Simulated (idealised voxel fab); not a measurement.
Process module in this document: voxel transistor to metal
Square cell edge 5 nm, section width 180 nm, ID cut.
Think of the cross-section as a grid of square cells. We describe it in bands, top to bottom, and each band covers one or more rows of those cells.
This entry defines a band. It first specifies the height of the band's top and the height of its bottom in nm, and then specifies the band's materials from left to right, stating each material with its width in nm. The word "throughout" identifies a single material that fills the band from edge to edge, while the word "air" identifies empty space.
Ref level 0: as-received wafer is one material below here. Bottom band extends down with no lower bound ("0..down").
Graded width ("30 to 40"): value in top row of band = first number; value in bottom row = second number; row-to-row change constant.
Key: "remained the same" - step with no changed cell in the cross-section.
"Enclosed internal voids": empty spaces of 8 cells or more with no open way to the top, each given as width x height at distance, distance from the left edge, all in nm.
On a step's line, text after the settings is the simulator commenting on that step.
Steps that use a mask can have "overlay nm" on their line. It says how far the mask sat to the right of where it was meant to be. Negative means to the left.
The process steps that were planned are listed below
- 1: RECEIVE with material Si
- 2: CONFORMAL_DEP with material SiO2, thk nm 5
- 3: CONFORMAL_DEP with material SiN, thk nm 10
- 4: MASKED_ETCH with tone cover, mask id ACTIVE, width nm 95, etch materials SiN, depth nm 10, overlay nm 0
- 5: MASKED_ETCH with tone cover, mask id ACTIVE, width nm 95, etch materials SiO2, depth nm 5, overlay nm 0
- 6: MASKED_ETCH with tone cover, mask id ACTIVE, width nm 95, etch materials Si, depth nm 35, overlay nm 0
- 7: OXIDIZE with depth nm 5
- 8: FILL_DEP with material SiO2, thk nm 10
- 9: CMP with height nm 15
- 10: SELECTIVE_ETCH with etch materials SiO2, depth nm 10
- 11: STRIP with etch materials SiN
- 12: SELECTIVE_ETCH with etch materials SiO2, depth nm 5
- 13: OXIDIZE with depth nm 5
- 14: DIRECTIONAL_DEP with material polySi, thk nm 30
- 15: DIRECTIONAL_DEP with material SiCN, thk nm 15
- 16: PATTERN with tone cover, mask id GATE, material resist, width nm 25, thk nm 15, overlay nm 0
- 17: DIRECTIONAL_ETCH with etch materials SiCN, depth nm 25
- 18: DIRECTIONAL_ETCH with etch materials polySi, depth nm 40
- 19: STRIP with etch materials resist
- 20: CONFORMAL_DEP with material SiN, thk nm 5
- 21: DIRECTIONAL_ETCH with etch materials SiN, depth nm 5
- 22: DIRECTIONAL_ETCH with etch materials SiO2, depth nm 5
- 23: EPI with material SiGe, thk nm 5
- 24: FILL_DEP with material SiO2, thk nm 5
- 25: CMP with height nm 30
- 26: STRIP with etch materials polySi
- 27: SELECTIVE_ETCH with etch materials SiO2, depth nm 5
- 28: CONFORMAL_DEP with material HfO2, thk nm 5
- 29: CONFORMAL_DEP with material TiN, thk nm 5
- 30: FILL_DEP with material W, thk nm 10
- 31: CMP with height nm 25
- 32: DIRECTIONAL_DEP with material SiO2, thk nm 15
- 33: PATTERN with tone open, mask id CONTACT, material resist, width nm 15, pitch nm 70, thk nm 15, overlay nm 0
- 34: DIRECTIONAL_ETCH with etch materials SiO2, depth nm 40
- 35: STRIP with etch materials resist
- 36: CONFORMAL_DEP with material TiN, thk nm 5
- 37: FILL_DEP with material Ru, thk nm 10
- 38: CMP with height nm 40
- 39: CONFORMAL_DEP with material SiN, thk nm 5
- 40: DIRECTIONAL_DEP with material SiO2, thk nm 25
- 41: PATTERN with tone open, mask id METAL_1, material resist, width nm 15, pitch nm 70, thk nm 15, overlay nm 0
- 42: DIRECTIONAL_ETCH with etch materials SiO2, depth nm 25
- 43: DIRECTIONAL_ETCH with etch materials SiN, depth nm 5
- 44: STRIP with etch materials resist
- 45: CONFORMAL_DEP with material TiN, thk nm 5
- 46: FILL_DEP with material Cu, thk nm 10
- 47: CMP with height nm 70
- 48: CONFORMAL_DEP with material SiCN, thk nm 5
- 49: DIRECTIONAL_DEP with material SiO2, thk nm 30
- 50: DIRECTIONAL_DEP with material aC, thk nm 10
- 51: PATTERN with tone open, mask id METAL_2, material resist, width nm 15, pitch nm 70, thk nm 25, overlay nm 0
- 52: DIRECTIONAL_ETCH with etch materials aC, depth nm 10
- 53: STRIP with etch materials resist
- 54: DIRECTIONAL_ETCH with etch materials SiO2, depth nm 15
- 55: STRIP with etch materials aC
- 56: DIRECTIONAL_DEP with material aC, thk nm 15
- 57: PATTERN with tone open, mask id METAL_2_HOLES, material resist, width nm 15, pitch nm 70, thk nm 30, overlay nm 0
- 58: DIRECTIONAL_ETCH with etch materials aC, depth nm 15
- 59: STRIP with etch materials resist
- 60: DIRECTIONAL_ETCH with etch materials SiO2, depth nm 15
- 61: DIRECTIONAL_ETCH with etch materials SiCN, depth nm 5
- 62: STRIP with etch materials aC
- 63: CONFORMAL_DEP with material TiN, thk nm 5
- 64: FILL_DEP with material Cu, thk nm 10
- 65: CMP with height nm 105
- 66: CONFORMAL_DEP with material SiCN, thk nm 5
First wafer of two (run as planned)
Received-state cross-section, reflecting completion of step 1
  0..down  Si throughout
  Enclosed internal voids: none
Wafer after step 2 (cross-section)
  5..0  SiO2 throughout
  Beneath the level 0, the cross-section is identical to its previous state.
Wafer after step 3 (cross-section)
  15..5  SiN throughout
  Beneath the level 5, the cross-section is identical to its previous state.
Wafer after step 4 (cross-section)
  15..5  40 of air | 95 of SiN | 45 of air
  Beneath the level 5, the cross-section is identical to its previous state.
Wafer after step 5 (cross-section)
  15..5  40 of air | 95 of SiN | 45 of air
  5..0  40 of air | 95 of SiO2 | 45 of air
  Beneath the level 0, the cross-section is identical to its previous state.
Wafer after step 6 (cross-section)
  15..5  40 of air | 95 of SiN | 45 of air
  5..0  40 of air | 95 of SiO2 | 45 of air
  0..-35  40 of air | 95 of Si | 45 of air
  Beneath the level -35, the cross-section is identical to its previous state.
Wafer after step 7 (cross-section)
  15..5  40 of air | 95 of SiN | 45 of air
  5..0  40 of air | 95 of SiO2 | 45 of air
  0..-35  40 of air | 5 of SiO2 | 85 of Si | 5 of SiO2 | 45 of air
  -35..-40  45 of SiO2 | 85 of Si | 50 of SiO2
  Beneath the level -40, the cross-section is identical to its previous state.
Wafer after step 8 (cross-section)
  25..15  SiO2 throughout
  15..5  40 of SiO2 | 95 of SiN | 45 of SiO2
  5..0  SiO2 throughout
  0..-40  45 of SiO2 | 85 of Si | 50 of SiO2
  Beneath the level -40, the cross-section is identical to its previous state.
Wafer after step 9 (cross-section)
  15..5  40 of SiO2 | 95 of SiN | 45 of SiO2
  Beneath the level 5, the cross-section is identical to its previous state.
Wafer after step 10 (cross-section)
  15..5  40 of air | 95 of SiN | 45 of air
  Beneath the level 5, the cross-section is identical to its previous state.
Wafer after step 11 (cross-section)
  5..0  SiO2 throughout
  Beneath the level 0, the cross-section is identical to its previous state.
Wafer after step 12 (cross-section)
  0..-40  45 of SiO2 | 85 of Si | 50 of SiO2
  Beneath the level -40, the cross-section is identical to its previous state.
Wafer after step 13 (cross-section)
  0..-5  SiO2 throughout
  Beneath the level -5, the cross-section is identical to its previous state.
Wafer after step 14 (cross-section)
  30..0  polySi throughout
  Beneath the level 0, the cross-section is identical to its previous state.
Wafer after step 15 (cross-section)
  45..30  SiCN throughout
  Beneath the level 30, the cross-section is identical to its previous state.
Wafer after step 16 (cross-section)
  60..45  75 of air | 25 of resist | 80 of air
  Beneath the level 45, the cross-section is identical to its previous state.
Wafer after step 17 (cross-section)
  60..45  75 of air | 25 of resist | 80 of air
  45..30  75 of air | 25 of SiCN | 80 of air
  Beneath the level 30, the cross-section is identical to its previous state.
Wafer after step 18 (cross-section)
  60..45  75 of air | 25 of resist | 80 of air
  45..30  75 of air | 25 of SiCN | 80 of air
  30..0  75 of air | 25 of polySi | 80 of air
  Beneath the level 0, the cross-section is identical to its previous state.
Wafer after step 19 (cross-section)
  45..30  75 of air | 25 of SiCN | 80 of air
  Beneath the level 30, the cross-section is identical to its previous state.
Wafer after step 20 (cross-section)
  50..45  70 of air | 35 of SiN | 75 of air
  45..30  70 of air | 5 of SiN | 25 of SiCN | 5 of SiN | 75 of air
  30..5  70 of air | 5 of SiN | 25 of polySi | 5 of SiN | 75 of air
  5..0  75 of SiN | 25 of polySi | 80 of SiN
  Beneath the level 0, the cross-section is identical to its previous state.
Wafer after step 21 (cross-section)
  45..30  70 of air | 5 of SiN | 25 of SiCN | 5 of SiN | 75 of air
  30..0  70 of air | 5 of SiN | 25 of polySi | 5 of SiN | 75 of air
  Beneath the level 0, the cross-section is identical to its previous state.
Wafer after step 22 (cross-section)
  45..30  70 of air | 5 of SiN | 25 of SiCN | 5 of SiN | 75 of air
  30..0  70 of air | 5 of SiN | 25 of polySi | 5 of SiN | 75 of air
  0..-5  70 of air | 35 of SiO2 | 75 of air
  Beneath the level -5, the cross-section is identical to its previous state.
Wafer after step 23 (cross-section)
  45..30  70 of air | 5 of SiN | 25 of SiCN | 5 of SiN | 75 of air
  30..0  70 of air | 5 of SiN | 25 of polySi | 5 of SiN | 75 of air
  0..-5  40 of air | 30 of SiGe | 35 of SiO2 | 30 of SiGe | 45 of air
  Beneath the level -5, the cross-section is identical to its previous state.
Wafer after step 24 (cross-section)
  50..45  SiO2 throughout
  45..30  70 of SiO2 | 5 of SiN | 25 of SiCN | 5 of SiN | 75 of SiO2
  30..0  70 of SiO2 | 5 of SiN | 25 of polySi | 5 of SiN | 75 of SiO2
  0..-5  40 of SiO2 | 30 of SiGe | 35 of SiO2 | 30 of SiGe | 45 of SiO2
  Beneath the level -5, the cross-section is identical to its previous state.
Wafer after step 25 (cross-section)
  30..0  70 of SiO2 | 5 of SiN | 25 of polySi | 5 of SiN | 75 of SiO2
  Beneath the level 0, the cross-section is identical to its previous state.
Wafer after step 26 (cross-section)
  30..0  70 of SiO2 | 5 of SiN | 25 of air | 5 of SiN | 75 of SiO2
  Beneath the level 0, the cross-section is identical to its previous state.
Wafer after step 27 (cross-section)
  30..25  70 of air | 5 of SiN | 25 of air | 5 of SiN | 75 of air
  25..0  70 of SiO2 | 5 of SiN | 25 of air | 5 of SiN | 75 of SiO2
  0..-5  40 of SiO2 | 30 of SiGe | 35 of air | 30 of SiGe | 45 of SiO2
  Beneath the level -5, the cross-section is identical to its previous state.
Wafer after step 28 (cross-section)
  35..30  65 of air | 15 of HfO2 | 15 of air | 15 of HfO2 | 70 of air
  30..25  70 of HfO2 | 5 of SiN | 5 of HfO2 | 15 of air | 5 of HfO2 | 5 of SiN | 75 of HfO2
  25..0  70 of SiO2 | 5 of SiN | 5 of HfO2 | 15 of air | 5 of HfO2 | 5 of SiN | 75 of SiO2
  0..-5  40 of SiO2 | 30 of SiGe | 35 of HfO2 | 30 of SiGe | 45 of SiO2
  Beneath the level -5, the cross-section is identical to its previous state.
Wafer after step 29 (cross-section)
  40..35  60 of air | 25 of TiN | 5 of air | 25 of TiN | 65 of air
  35..30  65 of TiN | 15 of HfO2 | 5 of TiN | 5 of air | 5 of TiN | 15 of HfO2 | 70 of TiN
  30..25  70 of HfO2 | 5 of SiN | 5 of HfO2 | 5 of TiN | 5 of air | 5 of TiN | 5 of HfO2 | 5 of SiN | 75 of HfO2
  25..5  70 of SiO2 | 5 of SiN | 5 of HfO2 | 5 of TiN | 5 of air | 5 of TiN | 5 of HfO2 | 5 of SiN | 75 of SiO2
  5..0  70 of SiO2 | 5 of SiN | 5 of HfO2 | 15 of TiN | 5 of HfO2 | 5 of SiN | 75 of SiO2
  Beneath the level 0, the cross-section is identical to its previous state.
Wafer after step 30 (cross-section)
  50..40  W throughout
  40..35  60 of W | 25 of TiN | 5 of W | 25 of TiN | 65 of W
  35..30  65 of TiN | 15 of HfO2 | 5 of TiN | 5 of W | 5 of TiN | 15 of HfO2 | 70 of TiN
  30..25  70 of HfO2 | 5 of SiN | 5 of HfO2 | 5 of TiN | 5 of W | 5 of TiN | 5 of HfO2 | 5 of SiN | 75 of HfO2
  25..5  70 of SiO2 | 5 of SiN | 5 of HfO2 | 5 of TiN | 5 of W | 5 of TiN | 5 of HfO2 | 5 of SiN | 75 of SiO2
  Beneath the level 5, the cross-section is identical to its previous state.
Wafer after step 31 (cross-section)
  25..5  70 of SiO2 | 5 of SiN | 5 of HfO2 | 5 of TiN | 5 of W | 5 of TiN | 5 of HfO2 | 5 of SiN | 75 of SiO2
  Beneath the level 5, the cross-section is identical to its previous state.
Wafer after step 32 (cross-section)
  40..25  SiO2 throughout
  Beneath the level 25, the cross-section is identical to its previous state.
Wafer after step 33 (cross-section)
  55..40  45 of resist | 15 of air | 55 of resist | 15 of air | 50 of resist
  Beneath the level 40, the cross-section is identical to its previous state.
Wafer after step 34 (cross-section)
  55..40  45 of resist | 15 of air | 55 of resist | 15 of air | 50 of resist
  40..25  45 of SiO2 | 15 of air | 55 of SiO2 | 15 of air | 50 of SiO2
  25..5  45 of SiO2 | 15 of air | 10 of SiO2 | 5 of SiN | 5 of HfO2 | 5 of TiN | 5 of W | 5 of TiN | 5 of HfO2 | 5 of SiN | 10 of SiO2 | 15 of air | 50 of SiO2
  5..0  45 of SiO2 | 15 of air | 10 of SiO2 | 5 of SiN | 5 of HfO2 | 15 of TiN | 5 of HfO2 | 5 of SiN | 10 of SiO2 | 15 of air | 50 of SiO2
  Beneath the level 0, the cross-section is identical to its previous state.
Wafer after step 35 (cross-section)
  40..25  45 of SiO2 | 15 of air | 55 of SiO2 | 15 of air | 50 of SiO2
  Beneath the level 25, the cross-section is identical to its previous state.
Wafer after step 36 (cross-section)
  45..40  50 of TiN | 5 of air | 65 of TiN | 5 of air | 55 of TiN
  40..25  45 of SiO2 | 5 of TiN | 5 of air | 5 of TiN | 55 of SiO2 | 5 of TiN | 5 of air | 5 of TiN | 50 of SiO2
  25..5  45 of SiO2 | 5 of TiN | 5 of air | 5 of TiN | 10 of SiO2 | 5 of SiN | 5 of HfO2 | 5 of TiN | 5 of W | 5 of TiN | 5 of HfO2 | 5 of SiN | 10 of SiO2 | 5 of TiN | 5 of air | 5 of TiN | 50 of SiO2
  5..0  45 of SiO2 | 15 of TiN | 10 of SiO2 | 5 of SiN | 5 of HfO2 | 15 of TiN | 5 of HfO2 | 5 of SiN | 10 of SiO2 | 15 of TiN | 50 of SiO2
  Beneath the level 0, the cross-section is identical to its previous state.
Wafer after step 37 (cross-section)
  55..45  Ru throughout
  45..40  50 of TiN | 5 of Ru | 65 of TiN | 5 of Ru | 55 of TiN
  40..25  45 of SiO2 | 5 of TiN | 5 of Ru | 5 of TiN | 55 of SiO2 | 5 of TiN | 5 of Ru | 5 of TiN | 50 of SiO2
  25..5  45 of SiO2 | 5 of TiN | 5 of Ru | 5 of TiN | 10 of SiO2 | 5 of SiN | 5 of HfO2 | 5 of TiN | 5 of W | 5 of TiN | 5 of HfO2 | 5 of SiN | 10 of SiO2 | 5 of TiN | 5 of Ru | 5 of TiN | 50 of SiO2
  Beneath the level 5, the cross-section is identical to its previous state.
Wafer after step 38 (cross-section)
  40..25  45 of SiO2 | 5 of TiN | 5 of Ru | 5 of TiN | 55 of SiO2 | 5 of TiN | 5 of Ru | 5 of TiN | 50 of SiO2
  Beneath the level 25, the cross-section is identical to its previous state.
Wafer after step 39 (cross-section)
  45..40  SiN throughout
  Beneath the level 40, the cross-section is identical to its previous state.
Wafer after step 40 (cross-section)
  70..45  SiO2 throughout
  Beneath the level 45, the cross-section is identical to its previous state.
Wafer after step 41 (cross-section)
  85..70  45 of resist | 15 of air | 55 of resist | 15 of air | 50 of resist
  Beneath the level 70, the cross-section is identical to its previous state.
Wafer after step 42 (cross-section)
  85..70  45 of resist | 15 of air | 55 of resist | 15 of air | 50 of resist
  70..45  45 of SiO2 | 15 of air | 55 of SiO2 | 15 of air | 50 of SiO2
  Beneath the level 45, the cross-section is identical to its previous state.
Wafer after step 43 (cross-section)
  85..70  45 of resist | 15 of air | 55 of resist | 15 of air | 50 of resist
  70..45  45 of SiO2 | 15 of air | 55 of SiO2 | 15 of air | 50 of SiO2
  45..40  45 of SiN | 15 of air | 55 of SiN | 15 of air | 50 of SiN
  Beneath the level 40, the cross-section is identical to its previous state.
Wafer after step 44 (cross-section)
  70..45  45 of SiO2 | 15 of air | 55 of SiO2 | 15 of air | 50 of SiO2
  Beneath the level 45, the cross-section is identical to its previous state.
Wafer after step 45 (cross-section)
  75..70  50 of TiN | 5 of air | 65 of TiN | 5 of air | 55 of TiN
  70..45  45 of SiO2 | 5 of TiN | 5 of air | 5 of TiN | 55 of SiO2 | 5 of TiN | 5 of air | 5 of TiN | 50 of SiO2
  45..40  45 of SiN | 15 of TiN | 55 of SiN | 15 of TiN | 50 of SiN
  Beneath the level 40, the cross-section is identical to its previous state.
Wafer after step 46 (cross-section)
  85..75  Cu throughout
  75..70  50 of TiN | 5 of Cu | 65 of TiN | 5 of Cu | 55 of TiN
  70..45  45 of SiO2 | 5 of TiN | 5 of Cu | 5 of TiN | 55 of SiO2 | 5 of TiN | 5 of Cu | 5 of TiN | 50 of SiO2
  Beneath the level 45, the cross-section is identical to its previous state.
Wafer after step 47 (cross-section)
  70..45  45 of SiO2 | 5 of TiN | 5 of Cu | 5 of TiN | 55 of SiO2 | 5 of TiN | 5 of Cu | 5 of TiN | 50 of SiO2
  Beneath the level 45, the cross-section is identical to its previous state.
Wafer after step 48 (cross-section)
  75..70  SiCN throughout
  Beneath the level 70, the cross-section is identical to its previous state.
Wafer after step 49 (cross-section)
  105..75  SiO2 throughout
  Beneath the level 75, the cross-section is identical to its previous state.
Wafer after step 50 (cross-section)
  115..105  aC throughout
  Beneath the level 105, the cross-section is identical to its previous state.
Wafer after step 51 (cross-section)
  140..115  45 of resist | 15 of air | 55 of resist | 15 of air | 50 of resist
  Beneath the level 115, the cross-section is identical to its previous state.
Wafer after step 52 (cross-section)
  130..115  45 of resist | 15 of air | 55 of resist | 15 of air | 50 of resist
  115..105  45 of aC | 15 of air | 55 of aC | 15 of air | 50 of aC
  Beneath the level 105, the cross-section is identical to its previous state.
Wafer after step 53 (cross-section)
  115..105  45 of aC | 15 of air | 55 of aC | 15 of air | 50 of aC
  Beneath the level 105, the cross-section is identical to its previous state.
Wafer after step 54 (cross-section)
  115..105  45 of aC | 15 of air | 55 of aC | 15 of air | 50 of aC
  105..90  45 of SiO2 | 15 of air | 55 of SiO2 | 15 of air | 50 of SiO2
  Beneath the level 90, the cross-section is identical to its previous state.
Wafer after step 55 (cross-section)
  105..90  45 of SiO2 | 15 of air | 55 of SiO2 | 15 of air | 50 of SiO2
  Beneath the level 90, the cross-section is identical to its previous state.
Wafer after step 56 (cross-section)
  120..105  45 of aC | 15 of air | 55 of aC | 15 of air | 50 of aC
  105..90  45 of SiO2 | 15 of aC | 55 of SiO2 | 15 of aC | 50 of SiO2
  Beneath the level 90, the cross-section is identical to its previous state.
Wafer after step 57 (cross-section)
  150..120  45 of resist | 15 of air | 55 of resist | 15 of air | 50 of resist
  Beneath the level 120, the cross-section is identical to its previous state.
Wafer after step 58 (cross-section)
  135..120  45 of resist | 15 of air | 55 of resist | 15 of air | 50 of resist
  120..105  45 of aC | 15 of air | 55 of aC | 15 of air | 50 of aC
  105..90  45 of SiO2 | 15 of air | 55 of SiO2 | 15 of air | 50 of SiO2
  Beneath the level 90, the cross-section is identical to its previous state.
Wafer after step 59 (cross-section)
  120..105  45 of aC | 15 of air | 55 of aC | 15 of air | 50 of aC
  Beneath the level 105, the cross-section is identical to its previous state.
Wafer after step 60 (cross-section)
  120..105  45 of aC | 15 of air | 55 of aC | 15 of air | 50 of aC
  105..75  45 of SiO2 | 15 of air | 55 of SiO2 | 15 of air | 50 of SiO2
  Beneath the level 75, the cross-section is identical to its previous state.
Wafer after step 61 (cross-section)
  120..105  45 of aC | 15 of air | 55 of aC | 15 of air | 50 of aC
  105..75  45 of SiO2 | 15 of air | 55 of SiO2 | 15 of air | 50 of SiO2
  75..70  45 of SiCN | 15 of air | 55 of SiCN | 15 of air | 50 of SiCN
  Beneath the level 70, the cross-section is identical to its previous state.
Wafer after step 62 (cross-section)
  105..75  45 of SiO2 | 15 of air | 55 of SiO2 | 15 of air | 50 of SiO2
  Beneath the level 75, the cross-section is identical to its previous state.
Wafer after step 63 (cross-section)
  110..105  50 of TiN | 5 of air | 65 of TiN | 5 of air | 55 of TiN
  105..75  45 of SiO2 | 5 of TiN | 5 of air | 5 of TiN | 55 of SiO2 | 5 of TiN | 5 of air | 5 of TiN | 50 of SiO2
  75..70  45 of SiCN | 15 of TiN | 55 of SiCN | 15 of TiN | 50 of SiCN
  Beneath the level 70, the cross-section is identical to its previous state.
Wafer after step 64 (cross-section)
  120..110  Cu throughout
  110..105  50 of TiN | 5 of Cu | 65 of TiN | 5 of Cu | 55 of TiN
  105..75  45 of SiO2 | 5 of TiN | 5 of Cu | 5 of TiN | 55 of SiO2 | 5 of TiN | 5 of Cu | 5 of TiN | 50 of SiO2
  Beneath the level 75, the cross-section is identical to its previous state.
Wafer after step 65 (cross-section)
  105..75  45 of SiO2 | 5 of TiN | 5 of Cu | 5 of TiN | 55 of SiO2 | 5 of TiN | 5 of Cu | 5 of TiN | 50 of SiO2
  Beneath the level 75, the cross-section is identical to its previous state.
Wafer after step 66 (cross-section)
  110..105  SiCN throughout
  Beneath the level 105, the cross-section is identical to its previous state.
The Second Wafer: Common Origin and Plan, One Mistake in Execution, Identical to the First Through Step 39
Cross-section of the second wafer when, according to plan, step 40 should have finished
  65..45  SiO2 throughout
  Beneath the level 45, the cross-section is identical to its previous state.
Cross-section of the second wafer when, according to plan, step 41 should have finished
  80..65  45 of resist | 15 of air | 55 of resist | 15 of air | 50 of resist
  Beneath the level 65, the cross-section is identical to its previous state.
Cross-section of the second wafer when, according to plan, step 42 should have finished
  80..65  45 of resist | 15 of air | 55 of resist | 15 of air | 50 of resist
  65..45  45 of SiO2 | 15 of air | 55 of SiO2 | 15 of air | 50 of SiO2
  Beneath the level 45, the cross-section is identical to its previous state.
Cross-section of the second wafer when, according to plan, step 43 should have finished
  80..65  45 of resist | 15 of air | 55 of resist | 15 of air | 50 of resist
  65..45  45 of SiO2 | 15 of air | 55 of SiO2 | 15 of air | 50 of SiO2
  45..40  45 of SiN | 15 of air | 55 of SiN | 15 of air | 50 of SiN
  Beneath the level 40, the cross-section is identical to its previous state.
Cross-section of the second wafer when, according to plan, step 44 should have finished
  65..45  45 of SiO2 | 15 of air | 55 of SiO2 | 15 of air | 50 of SiO2
  Beneath the level 45, the cross-section is identical to its previous state.
Cross-section of the second wafer when, according to plan, step 45 should have finished
  70..65  50 of TiN | 5 of air | 65 of TiN | 5 of air | 55 of TiN
  65..45  45 of SiO2 | 5 of TiN | 5 of air | 5 of TiN | 55 of SiO2 | 5 of TiN | 5 of air | 5 of TiN | 50 of SiO2
  45..40  45 of SiN | 15 of TiN | 55 of SiN | 15 of TiN | 50 of SiN
  Beneath the level 40, the cross-section is identical to its previous state.
Cross-section of the second wafer when, according to plan, step 46 should have finished
  80..70  Cu throughout
  70..65  50 of TiN | 5 of Cu | 65 of TiN | 5 of Cu | 55 of TiN
  65..45  45 of SiO2 | 5 of TiN | 5 of Cu | 5 of TiN | 55 of SiO2 | 5 of TiN | 5 of Cu | 5 of TiN | 50 of SiO2
  Beneath the level 45, the cross-section is identical to its previous state.
Cross-section of the second wafer when, according to plan, step 47 should have finished
  70..65  50 of TiN | 5 of Cu | 65 of TiN | 5 of Cu | 55 of TiN
  Beneath the level 65, the cross-section is identical to its previous state.
Cross-section of the second wafer when, according to plan, step 48 should have finished
  75..70  SiCN throughout
  Beneath the level 70, the cross-section is identical to its previous state.
Cross-section of the second wafer when, according to plan, step 49 should have finished
  105..75  SiO2 throughout
  Beneath the level 75, the cross-section is identical to its previous state.
Cross-section of the second wafer when, according to plan, step 50 should have finished
  115..105  aC throughout
  Beneath the level 105, the cross-section is identical to its previous state.
Cross-section of the second wafer when, according to plan, step 51 should have finished
  140..115  45 of resist | 15 of air | 55 of resist | 15 of air | 50 of resist
  Beneath the level 115, the cross-section is identical to its previous state.
Cross-section of the second wafer when, according to plan, step 52 should have finished
  130..115  45 of resist | 15 of air | 55 of resist | 15 of air | 50 of resist
  115..105  45 of aC | 15 of air | 55 of aC | 15 of air | 50 of aC
  Beneath the level 105, the cross-section is identical to its previous state.
Cross-section of the second wafer when, according to plan, step 53 should have finished
  115..105  45 of aC | 15 of air | 55 of aC | 15 of air | 50 of aC
  Beneath the level 105, the cross-section is identical to its previous state.
Cross-section of the second wafer when, according to plan, step 54 should have finished
  115..105  45 of aC | 15 of air | 55 of aC | 15 of air | 50 of aC
  105..90  45 of SiO2 | 15 of air | 55 of SiO2 | 15 of air | 50 of SiO2
  Beneath the level 90, the cross-section is identical to its previous state.
Cross-section of the second wafer when, according to plan, step 55 should have finished
  105..90  45 of SiO2 | 15 of air | 55 of SiO2 | 15 of air | 50 of SiO2
  Beneath the level 90, the cross-section is identical to its previous state.
Cross-section of the second wafer when, according to plan, step 56 should have finished
  120..105  45 of aC | 15 of air | 55 of aC | 15 of air | 50 of aC
  105..90  45 of SiO2 | 15 of aC | 55 of SiO2 | 15 of aC | 50 of SiO2
  Beneath the level 90, the cross-section is identical to its previous state.
Cross-section of the second wafer when, according to plan, step 57 should have finished
  150..120  45 of resist | 15 of air | 55 of resist | 15 of air | 50 of resist
  Beneath the level 120, the cross-section is identical to its previous state.
Cross-section of the second wafer when, according to plan, step 58 should have finished
  135..120  45 of resist | 15 of air | 55 of resist | 15 of air | 50 of resist
  120..105  45 of aC | 15 of air | 55 of aC | 15 of air | 50 of aC
  105..90  45 of SiO2 | 15 of air | 55 of SiO2 | 15 of air | 50 of SiO2
  Beneath the level 90, the cross-section is identical to its previous state.
Cross-section of the second wafer when, according to plan, step 59 should have finished
  120..105  45 of aC | 15 of air | 55 of aC | 15 of air | 50 of aC
  Beneath the level 105, the cross-section is identical to its previous state.
Cross-section of the second wafer when, according to plan, step 60 should have finished
  120..105  45 of aC | 15 of air | 55 of aC | 15 of air | 50 of aC
  105..75  45 of SiO2 | 15 of air | 55 of SiO2 | 15 of air | 50 of SiO2
  Beneath the level 75, the cross-section is identical to its previous state.
Cross-section of the second wafer when, according to plan, step 61 should have finished
  120..105  45 of aC | 15 of air | 55 of aC | 15 of air | 50 of aC
  105..75  45 of SiO2 | 15 of air | 55 of SiO2 | 15 of air | 50 of SiO2
  75..70  45 of SiCN | 15 of air | 55 of SiCN | 15 of air | 50 of SiCN
  Beneath the level 70, the cross-section is identical to its previous state.
Cross-section of the second wafer when, according to plan, step 62 should have finished
  105..75  45 of SiO2 | 15 of air | 55 of SiO2 | 15 of air | 50 of SiO2
  Beneath the level 75, the cross-section is identical to its previous state.
Cross-section of the second wafer when, according to plan, step 63 should have finished
  110..105  50 of TiN | 5 of air | 65 of TiN | 5 of air | 55 of TiN
  105..75  45 of SiO2 | 5 of TiN | 5 of air | 5 of TiN | 55 of SiO2 | 5 of TiN | 5 of air | 5 of TiN | 50 of SiO2
  75..70  45 of SiCN | 15 of TiN | 55 of SiCN | 15 of TiN | 50 of SiCN
  Beneath the level 70, the cross-section is identical to its previous state.
Cross-section of the second wafer when, according to plan, step 64 should have finished
  120..110  Cu throughout
  110..105  50 of TiN | 5 of Cu | 65 of TiN | 5 of Cu | 55 of TiN
  105..75  45 of SiO2 | 5 of TiN | 5 of Cu | 5 of TiN | 55 of SiO2 | 5 of TiN | 5 of Cu | 5 of TiN | 50 of SiO2
  Beneath the level 75, the cross-section is identical to its previous state.
Cross-section of the second wafer when, according to plan, step 65 should have finished
  105..75  45 of SiO2 | 5 of TiN | 5 of Cu | 5 of TiN | 55 of SiO2 | 5 of TiN | 5 of Cu | 5 of TiN | 50 of SiO2
  Beneath the level 75, the cross-section is identical to its previous state.
Cross-section of the second wafer when, according to plan, step 66 should have finished
  110..105  SiCN throughout
  Beneath the level 105, the cross-section is identical to its previous state.
In executing the process, a mistake was made relative to the plan: note that step 40 departed from the planned setting and was carried out as DIRECTIONAL_DEP with material SiO2, thk nm 20
End of process, cell counts, second wafer against first, materials with more or fewer: 30 fewer of SiO2 | 30 more of TiN
